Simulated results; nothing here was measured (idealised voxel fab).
The name of this process module is voxel air gaps.
Displayed cross-section: cut, width of 270 nm, square cells sized 5 nm.
Heads up, the way a cross-section reads in here is a grid of square cells, handed over as bands from the top down, with every band being one or more rows of cells.
Top, bottom (nm), then materials left to right with widths (nm); lone material tagged "all across" fills the whole band edge to edge; "empty" = empty space.
Heights are measured from 0, the level below which the as-received wafer is all one material; the lowest band has no bottom and continues downward, written as in "z 0 and below".
It should be noted that a width expressed as "30 to 40" varies in equal increments from row to row of cells within the band, taking the value of the first number at the top row and that of the second number at the bottom row.
"stayed the same" -> step changed no cross-section cell.
"Enclosed void list" means: voids of 8 cells or more that are shut off from the top with no open way through. Written width x height at distance, distance from the left edge, in nm.
It should be noted that, on the line of a given step, the content following the step's settings is a remark produced by the simulator itself with respect to that step.
The "overlay nm" setting may appear on a step's line; for a step that uses a mask, it gives how far to the right of its planned position the mask lay, and a negative value indicates the left.

BELOW IS THE LIST OF PLANNED PROCESS STEPS
- 1: RECEIVE: material Si
- 2: CONFORMAL_DEP: material SiO2, thk nm 10
- 3: CONFORMAL_DEP: material SiCN, thk nm 5
- 4: DIRECTIONAL_DEP: material SiO2, thk nm 40
- 5: PATTERN: tone open, mask id LINES, material resist, width nm 25, pitch nm 55, thk nm 15, overlay nm 0
- 6: DIRECTIONAL_ETCH: etch materials SiO2, depth nm 40
- 7: STRIP: etch materials resist
- 8: CONFORMAL_DEP: material TiN, thk nm 5
- 9: FILL_DEP: material Ru, thk nm 5
- 10: CMP: height nm 55
- 11: EPI: material Ru, thk nm 10
- 12: SELECTIVE_ETCH: etch materials SiO2, depth nm 50
- 13: CONFORMAL_DEP: material SiCN, thk nm 5

FIRST WAFER, TWO IN TOTAL, RUN AS PLANNED

WAFER AT RECEIPT (POST STEP 1), CROSS-SECTION
z 0 and below: Si all across
Enclosed void list: none

THE FOLLOWING CROSS-SECTION DEPICTS THE WAFER UPON COMPLETION OF STEP 2
z 10 to 0: SiO2 all across
Anything lower than 0 is untouched.

THE FOLLOWING CROSS-SECTION DEPICTS THE WAFER UPON COMPLETION OF STEP 3
z 15 to 10: SiCN all across
Anything lower than 10 is untouched.

THE FOLLOWING CROSS-SECTION DEPICTS THE WAFER UPON COMPLETION OF STEP 4
z 55 to 15: SiO2 all across
Anything lower than 15 is untouched.

THE FOLLOWING CROSS-SECTION DEPICTS THE WAFER UPON COMPLETION OF STEP 5
z 70 to 55: resist 65  empty 25  resist 30  empty 25  resist 30  empty 25  resist 70
Anything lower than 55 is untouched.

THE FOLLOWING CROSS-SECTION DEPICTS THE WAFER UPON COMPLETION OF STEP 6
z 70 to 55: resist 65  empty 25  resist 30  empty 25  resist 30  empty 25  resist 70
z 55 to 15: SiO2 65  empty 25  SiO2 30  empty 25  SiO2 30  empty 25  SiO2 70
Anything lower than 15 is untouched.

THE FOLLOWING CROSS-SECTION DEPICTS THE WAFER UPON COMPLETION OF STEP 7
z 55 to 15: SiO2 65  empty 25  SiO2 30  empty 25  SiO2 30  empty 25  SiO2 70
Anything lower than 15 is untouched.

THE FOLLOWING CROSS-SECTION DEPICTS THE WAFER UPON COMPLETION OF STEP 8
z 60 to 55: TiN 70  empty 15  TiN 40  empty 15  TiN 40  empty 15  TiN 75
z 55 to 20: SiO2 65  TiN 5  empty 15  TiN 5  SiO2 30  TiN 5  empty 15  TiN 5  SiO2 30  TiN 5  empty 15  TiN 5  SiO2 70
z 20 to 15: SiO2 65  TiN 25  SiO2 30  TiN 25  SiO2 30  TiN 25  SiO2 70
Anything lower than 15 is untouched.

THE FOLLOWING CROSS-SECTION DEPICTS THE WAFER UPON COMPLETION OF STEP 9
z 65 to 60: Ru all across
z 60 to 55: TiN 70  Ru 15  TiN 40  Ru 15  TiN 40  Ru 15  TiN 75
z 55 to 20: SiO2 65  TiN 5  Ru 15  TiN 5  SiO2 30  TiN 5  Ru 15  TiN 5  SiO2 30  TiN 5  Ru 15  TiN 5  SiO2 70
Anything lower than 20 is untouched.

THE FOLLOWING CROSS-SECTION DEPICTS THE WAFER UPON COMPLETION OF STEP 10
z 55 to 20: SiO2 65  TiN 5  Ru 15  TiN 5  SiO2 30  TiN 5  Ru 15  TiN 5  SiO2 30  TiN 5  Ru 15  TiN 5  SiO2 70
Anything lower than 20 is untouched.

THE FOLLOWING CROSS-SECTION DEPICTS THE WAFER UPON COMPLETION OF STEP 11
z 65 to 55: empty 55  Ru 45  empty 10  Ru 45  empty 10  Ru 45  empty 60
Anything lower than 55 is untouched.

THE FOLLOWING CROSS-SECTION DEPICTS THE WAFER UPON COMPLETION OF STEP 12
z 65 to 55: empty 55  Ru 45  empty 10  Ru 45  empty 10  Ru 45  empty 60
z 55 to 20: empty 65  TiN 5  Ru 15  TiN 5  empty 30  TiN 5  Ru 15  TiN 5  empty 30  TiN 5  Ru 15  TiN 5  empty 70
z 20 to 15: empty 65  TiN 25  empty 30  TiN 25  empty 30  TiN 25  empty 70
Anything lower than 15 is untouched.

THE FOLLOWING CROSS-SECTION DEPICTS THE WAFER UPON COMPLETION OF STEP 13
z 70 to 65: empty 50  SiCN 165  empty 55
z 65 to 55: empty 50  SiCN 5  Ru 45  SiCN 10  Ru 45  SiCN 10  Ru 45  SiCN 5  empty 55
z 55 to 50: empty 50  SiCN 15  TiN 5  Ru 15  TiN 5  SiCN 30  TiN 5  Ru 15  TiN 5  SiCN 30  TiN 5  Ru 15  TiN 5  SiCN 15  empty 55
z 50 to 20: empty 60  SiCN 5  TiN 5  Ru 15  TiN 5  SiCN 5  empty 20  SiCN 5  TiN 5  Ru 15  TiN 5  SiCN 5  empty 20  SiCN 5  TiN 5  Ru 15  TiN 5  SiCN 5  empty 65
z 20 to 15: SiCN 65  TiN 25  SiCN 30  TiN 25  SiCN 30  TiN 25  SiCN 70
Anything lower than 15 is untouched.
Enclosed void list: 20 x 30 at 95; 20 x 30 at 150

IT IS TO BE NOTED THAT THE SECOND WAFER PROCEEDED FROM THE SAME INITIAL STATE AND ACCORDING TO THE SAME PLAN AS THE FIRST, ALTHOUGH ONE MISTAKE WAS COMMITTED IN ITS EXECUTION; THROUGH STEP 2, INCLUSIVE, THE TWO WAFERS SHARE AN IDENTICAL HISTORY

Second wafer shown in cross-section at the time step 3 was slated to end: stayed the same

SECOND WAFER SHOWN IN CROSS-SECTION AT THE TIME STEP 4 WAS SLATED TO END
z 50 to 0: SiO2 all across
Anything lower than 0 is untouched.

SECOND WAFER SHOWN IN CROSS-SECTION AT THE TIME STEP 5 WAS SLATED TO END
z 65 to 50: resist 65  empty 25  resist 30  empty 25  resist 30  empty 25  resist 70
Anything lower than 50 is untouched.

SECOND WAFER SHOWN IN CROSS-SECTION AT THE TIME STEP 6 WAS SLATED TO END
z 65 to 50: resist 65  empty 25  resist 30  empty 25  resist 30  empty 25  resist 70
z 50 to 10: SiO2 65  empty 25  SiO2 30  empty 25  SiO2 30  empty 25  SiO2 70
Anything lower than 10 is untouched.

SECOND WAFER SHOWN IN CROSS-SECTION AT THE TIME STEP 7 WAS SLATED TO END
z 50 to 10: SiO2 65  empty 25  SiO2 30  empty 25  SiO2 30  empty 25  SiO2 70
Anything lower than 10 is untouched.

SECOND WAFER SHOWN IN CROSS-SECTION AT THE TIME STEP 8 WAS SLATED TO END
z 55 to 50: TiN 70  empty 15  TiN 40  empty 15  TiN 40  empty 15  TiN 75
z 50 to 15: SiO2 65  TiN 5  empty 15  TiN 5  SiO2 30  TiN 5  empty 15  TiN 5  SiO2 30  TiN 5  empty 15  TiN 5  SiO2 70
z 15 to 10: SiO2 65  TiN 25  SiO2 30  TiN 25  SiO2 30  TiN 25  SiO2 70
Anything lower than 10 is untouched.

SECOND WAFER SHOWN IN CROSS-SECTION AT THE TIME STEP 9 WAS SLATED TO END
z 60 to 55: Ru all across
z 55 to 50: TiN 70  Ru 15  TiN 40  Ru 15  TiN 40  Ru 15  TiN 75
z 50 to 15: SiO2 65  TiN 5  Ru 15  TiN 5  SiO2 30  TiN 5  Ru 15  TiN 5  SiO2 30  TiN 5  Ru 15  TiN 5  SiO2 70
Anything lower than 15 is untouched.

SECOND WAFER SHOWN IN CROSS-SECTION AT THE TIME STEP 10 WAS SLATED TO END
z 55 to 50: TiN 70  Ru 15  TiN 40  Ru 15  TiN 40  Ru 15  TiN 75
Anything lower than 50 is untouched.

SECOND WAFER SHOWN IN CROSS-SECTION AT THE TIME STEP 11 WAS SLATED TO END
z 65 to 55: Ru all across
Anything lower than 55 is untouched.

Second wafer shown in cross-section at the time step 12 was slated to end: stayed the same

SECOND WAFER SHOWN IN CROSS-SECTION AT THE TIME STEP 13 WAS SLATED TO END
z 70 to 65: SiCN all across
Anything lower than 65 is untouched.
The mistake made against the process plan was this: step 3 was left out
Heads up, by the end the second wafer has more or fewer cells of some materials compared to the first: Ru: 63 more | SiCN: 138 fewer | SiO2: 312 more | TiN: 45 more
closed voids at the end (first wafer, second wafer): 2, 0
